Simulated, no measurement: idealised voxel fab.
process module | voxel quadruple lines
cross-section cut | 145 nm wide | cells 5 nm
A cross-section is a grid of square cells, given in bands from the top down. A band is one or more rows of cells.
Each band's line starts with the height of the band's top and of its bottom, in nm. Then come its materials from left to right, each with its width in nm. One material with "throughout" fills the band from edge to edge. "air" is empty space.
Height 0 is the level under which the wafer as received is all one material. The lowest band goes on downwards, as in "0 down".
A width such as "30 to 40" changes by the same amount from each row of cells to the next, from the band's top row to its bottom row.
"no change" after a step means that no cell of the cross-section changed.
closed voids: empty space of 8 cells or more with no open way to the top, each as width x height at its distance from the left edge, in nm
after a step's settings: what the simulator itself notes on the step
overlay nm, on a step with a mask: how far to the right of its planned place the mask lay; to the left if negative
plan
1 op RECEIVE | material Si
2 op CONFORMAL_DEP | material SiO2 | thk nm 10
3 op DIRECTIONAL_DEP | material W | thk nm 10
4 op DIRECTIONAL_DEP | material polySi | thk nm 20
5 op DIRECTIONAL_DEP | material aC | thk nm 20
6 op PATTERN | tone cover | mask id MANDREL | material resist | width nm 20 | thk nm 25 | overlay nm 0
7 op DIRECTIONAL_ETCH | etch materials aC | depth nm 20
8 op STRIP | etch materials resist
9 op CONFORMAL_DEP | material SiO2 | thk nm 10
10 op DIRECTIONAL_ETCH | etch materials SiO2 | depth nm 10
11 op STRIP | etch materials aC
12 op DIRECTIONAL_ETCH | etch materials polySi | depth nm 20
13 op STRIP | etch materials SiO2
14 op CONFORMAL_DEP | material SiCN | thk nm 5
15 op DIRECTIONAL_ETCH | etch materials SiCN | depth nm 5
16 op STRIP | etch materials polySi
17 op DIRECTIONAL_ETCH | etch materials W | depth nm 10
18 op STRIP | etch materials SiCN
as received, after step 1
  0 down: Si throughout
  closed voids: none
a wafer at the end: this start, this plan, one mistake
  40 to 20: aC throughout
  20 to 10: W throughout
  10 to 0: SiO2 throughout
  0 down: Si throughout
  closed voids: none
what went wrong: steps 4 and 5 were swapped
